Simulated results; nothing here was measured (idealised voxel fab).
process module | voxel capacitor over wiring
cross-section cut | 245 nm wide | cells 5 nm
A cross-section is a grid of square cells, given in bands from the top down. A band is one or more rows of cells.
Each band's line starts with the height of the band's top and of its bottom, in nm. Then come its materials from left to right, each with its width in nm. One material with "throughout" fills the band from edge to edge. "air" is empty space.
Height 0 is the level under which the wafer as received is all one material. The lowest band goes on downwards, as in "0 down".
A width such as "30 to 40" changes by the same amount from each row of cells to the next, from the band's top row to its bottom row.
"no change" after a step means that no cell of the cross-section changed.
closed voids: empty space of 8 cells or more with no open way to the top, each as width x height at its distance from the left edge, in nm
after a step's settings: what the simulator itself notes on the step
overlay nm, on a step with a mask: how far to the right of its planned place the mask lay; to the left if negative
plan
1 op RECEIVE | material Si
2 op CONFORMAL_DEP | material SiO2 | thk nm 15
3 op DIRECTIONAL_DEP | material TiN | thk nm 5
4 op DIRECTIONAL_DEP | material Ru | thk nm 20
5 op PATTERN | tone cover | mask id METAL_1 | material resist | width nm 25 | pitch nm 75 | thk nm 20 | overlay nm 0
6 op DIRECTIONAL_ETCH | etch materials Ru | depth nm 20
7 op DIRECTIONAL_ETCH | etch materials TiN | depth nm 5
8 op STRIP | etch materials resist
9 op CONFORMAL_DEP | material SiCN | thk nm 5
10 op FILL_DEP | material SiO2 | thk nm 10
11 op CMP | height nm 40
12 op CONFORMAL_DEP | material SiCN | thk nm 5
13 op DIRECTIONAL_DEP | material lowk | thk nm 20
14 op MASKED_ETCH | tone open | mask id PLUG_1 | width nm 15 | etch materials lowk | depth nm 20 | overlay nm 0
15 op MASKED_ETCH | tone open | mask id PLUG_1 | width nm 15 | etch materials SiCN | depth nm 5 | overlay nm 0
16 op EPI | material Ru | thk nm 10
17 op EPI | material Ru | thk nm 10
18 op EPI | material Ru | thk nm 5
19 op DIRECTIONAL_DEP | material TiN | thk nm 10
20 op DIRECTIONAL_DEP | material SiN | thk nm 5
21 op DIRECTIONAL_DEP | material TiN | thk nm 5
22 op MASKED_ETCH | tone cover | mask id UPPER_PLATE | width nm 55 | etch materials TiN | depth nm 5 | overlay nm 0
23 op MASKED_ETCH | tone cover | mask id UPPER_PLATE | width nm 55 | etch materials SiN | depth nm 5 | overlay nm 0
24 op MASKED_ETCH | tone cover | mask id LOWER_PLATE | width nm 65 | etch materials TiN | depth nm 10 | overlay nm 0
25 op FILL_DEP | material SiO2 | thk nm 15
26 op CMP | height nm 95
27 op DIRECTIONAL_DEP | material aC | thk nm 10
28 op PATTERN | tone open | mask id PLUG_2 | material resist | width nm 15 | thk nm 25 | overlay nm 0
29 op DIRECTIONAL_ETCH | etch materials aC | depth nm 10
30 op STRIP | etch materials resist
31 op DIRECTIONAL_ETCH | etch materials SiO2 | depth nm 10
32 op STRIP | etch materials aC
33 op CONFORMAL_DEP | material TiN | thk nm 5
34 op FILL_DEP | material Cu | thk nm 10
35 op CMP | height nm 95
36 op CONFORMAL_DEP | material SiN | thk nm 5
first wafer, as planned
as received, after step 1
  0 down: Si throughout
  closed voids: none
after step 2
  15 to 0: SiO2 throughout
  below 0: unchanged
after step 3
  20 to 15: TiN throughout
  below 15: unchanged
after step 4
  40 to 20: Ru throughout
  below 20: unchanged
after step 5
  60 to 40: air 70 | resist 25 | air 50 | resist 25 | air 75
  below 40: unchanged
after step 6
  60 to 40: air 70 | resist 25 | air 50 | resist 25 | air 75
  40 to 20: air 70 | Ru 25 | air 50 | Ru 25 | air 75
  below 20: unchanged
after step 7
  60 to 40: air 70 | resist 25 | air 50 | resist 25 | air 75
  40 to 20: air 70 | Ru 25 | air 50 | Ru 25 | air 75
  20 to 15: air 70 | TiN 25 | air 50 | TiN 25 | air 75
  below 15: unchanged
after step 8
  40 to 20: air 70 | Ru 25 | air 50 | Ru 25 | air 75
  below 20: unchanged
after step 9
  45 to 40: air 65 | SiCN 35 | air 40 | SiCN 35 | air 70
  40 to 20: air 65 | SiCN 5 | Ru 25 | SiCN 5 | air 40 | SiCN 5 | Ru 25 | SiCN 5 | air 70
  20 to 15: SiCN 70 | TiN 25 | SiCN 50 | TiN 25 | SiCN 75
  below 15: unchanged
after step 10
  55 to 45: SiO2 throughout
  45 to 40: SiO2 65 | SiCN 35 | SiO2 40 | SiCN 35 | SiO2 70
  40 to 20: SiO2 65 | SiCN 5 | Ru 25 | SiCN 5 | SiO2 40 | SiCN 5 | Ru 25 | SiCN 5 | SiO2 70
  below 20: unchanged
after step 11
  40 to 20: SiO2 65 | SiCN 5 | Ru 25 | SiCN 5 | SiO2 40 | SiCN 5 | Ru 25 | SiCN 5 | SiO2 70
  below 20: unchanged
after step 12
  45 to 40: SiCN throughout
  below 40: unchanged
after step 13
  65 to 45: lowk throughout
  below 45: unchanged
after step 14
  65 to 45: lowk 80 | air 15 | lowk 150
  below 45: unchanged
after step 15
  65 to 45: lowk 80 | air 15 | lowk 150
  45 to 40: SiCN 80 | air 15 | SiCN 150
  below 40: unchanged
after step 16
  65 to 50: lowk 80 | air 15 | lowk 150
  50 to 45: lowk 80 | Ru 15 | lowk 150
  45 to 40: SiCN 80 | Ru 15 | SiCN 150
  below 40: unchanged
after step 17
  65 to 60: lowk 80 | air 15 | lowk 150
  60 to 45: lowk 80 | Ru 15 | lowk 150
  below 45: unchanged
after step 18
  65 to 45: lowk 80 | Ru 15 | lowk 150
  below 45: unchanged
after step 19
  75 to 65: TiN throughout
  below 65: unchanged
after step 20
  80 to 75: SiN throughout
  below 75: unchanged
after step 21
  85 to 80: TiN throughout
  below 80: unchanged
after step 22
  85 to 80: air 80 | TiN 55 | air 110
  below 80: unchanged
after step 23
  85 to 80: air 80 | TiN 55 | air 110
  80 to 75: air 80 | SiN 55 | air 110
  below 75: unchanged
after step 24
  85 to 80: air 80 | TiN 55 | air 110
  80 to 75: air 80 | SiN 55 | air 110
  75 to 65: air 75 | TiN 65 | air 105
  below 65: unchanged
after step 25
  100 to 85: SiO2 throughout
  85 to 80: SiO2 80 | TiN 55 | SiO2 110
  80 to 75: SiO2 80 | SiN 55 | SiO2 110
  75 to 65: SiO2 75 | TiN 65 | SiO2 105
  below 65: unchanged
after step 26
  95 to 85: SiO2 throughout
  below 85: unchanged
after step 27
  105 to 95: aC throughout
  below 95: unchanged
after step 28
  130 to 105: resist 90 | air 15 | resist 140
  below 105: unchanged
after step 29
  120 to 105: resist 90 | air 15 | resist 140
  105 to 95: aC 90 | air 15 | aC 140
  below 95: unchanged
after step 30
  105 to 95: aC 90 | air 15 | aC 140
  below 95: unchanged
after step 31
  105 to 95: aC 90 | air 15 | aC 140
  95 to 85: SiO2 90 | air 15 | SiO2 140
  below 85: unchanged
after step 32
  95 to 85: SiO2 90 | air 15 | SiO2 140
  below 85: unchanged
after step 33
  100 to 95: TiN 95 | air 5 | TiN 145
  95 to 90: SiO2 90 | TiN 5 | air 5 | TiN 5 | SiO2 140
  90 to 80: SiO2 90 to 80 | TiN 15 to 55 | SiO2 140 to 110
  below 80: unchanged
after step 34
  110 to 100: Cu throughout
  100 to 95: TiN 95 | Cu 5 | TiN 145
  95 to 90: SiO2 90 | TiN 5 | Cu 5 | TiN 5 | SiO2 140
  below 90: unchanged
after step 35
  95 to 90: SiO2 90 | TiN 5 | Cu 5 | TiN 5 | SiO2 140
  below 90: unchanged
after step 36
  100 to 95: SiN throughout
  below 95: unchanged
second wafer: like start, like plan, one mistake. Through step 14 it matches the first wafer
when step 15 should have ended
  65 to 45: lowk 80 | air 15 | lowk 150
  45 to 40: SiCN 80 | air 10 | SiCN 155
  below 40: unchanged
when step 16 should have ended
  65 to 50: lowk 80 | air 15 | lowk 150
  50 to 45: lowk 80 | Ru 15 | lowk 150
  45 to 40: SiCN 80 | Ru 10 | SiCN 155
  below 40: unchanged
when step 17 should have ended
  65 to 60: lowk 80 | air 15 | lowk 150
  60 to 45: lowk 80 | Ru 15 | lowk 150
  below 45: unchanged
when step 18 should have ended
  65 to 45: lowk 80 | Ru 15 | lowk 150
  below 45: unchanged
when step 19 should have ended
  75 to 65: TiN throughout
  below 65: unchanged
when step 20 should have ended
  80 to 75: SiN throughout
  below 75: unchanged
when step 21 should have ended
  85 to 80: TiN throughout
  below 80: unchanged
when step 22 should have ended
  85 to 80: air 80 | TiN 55 | air 110
  below 80: unchanged
when step 23 should have ended
  85 to 80: air 80 | TiN 55 | air 110
  80 to 75: air 80 | SiN 55 | air 110
  below 75: unchanged
when step 24 should have ended
  85 to 80: air 80 | TiN 55 | air 110
  80 to 75: air 80 | SiN 55 | air 110
  75 to 65: air 75 | TiN 65 | air 105
  below 65: unchanged
when step 25 should have ended
  100 to 85: SiO2 throughout
  85 to 80: SiO2 80 | TiN 55 | SiO2 110
  80 to 75: SiO2 80 | SiN 55 | SiO2 110
  75 to 65: SiO2 75 | TiN 65 | SiO2 105
  below 65: unchanged
when step 26 should have ended
  95 to 85: SiO2 throughout
  below 85: unchanged
when step 27 should have ended
  105 to 95: aC throughout
  below 95: unchanged
when step 28 should have ended
  130 to 105: resist 90 | air 15 | resist 140
  below 105: unchanged
when step 29 should have ended
  120 to 105: resist 90 | air 15 | resist 140
  105 to 95: aC 90 | air 15 | aC 140
  below 95: unchanged
when step 30 should have ended
  105 to 95: aC 90 | air 15 | aC 140
  below 95: unchanged
when step 31 should have ended
  105 to 95: aC 90 | air 15 | aC 140
  95 to 85: SiO2 90 | air 15 | SiO2 140
  below 85: unchanged
when step 32 should have ended
  95 to 85: SiO2 90 | air 15 | SiO2 140
  below 85: unchanged
when step 33 should have ended
  100 to 95: TiN 95 | air 5 | TiN 145
  95 to 90: SiO2 90 | TiN 5 | air 5 | TiN 5 | SiO2 140
  90 to 80: SiO2 90 to 80 | TiN 15 to 55 | SiO2 140 to 110
  below 80: unchanged
when step 34 should have ended
  110 to 100: Cu throughout
  100 to 95: TiN 95 | Cu 5 | TiN 145
  95 to 90: SiO2 90 | TiN 5 | Cu 5 | TiN 5 | SiO2 140
  below 90: unchanged
when step 35 should have ended
  95 to 90: SiO2 90 | TiN 5 | Cu 5 | TiN 5 | SiO2 140
  below 90: unchanged
when step 36 should have ended
  100 to 95: SiN throughout
  below 95: unchanged
what went wrong: step 15 ran as: op MASKED_ETCH | tone open | mask id PLUG_1 | width nm 15 | etch materials SiCN | depth nm 5 | overlay nm -5
at the end the second wafer has, in cells: 1 fewer of Ru | 1 more of SiCN
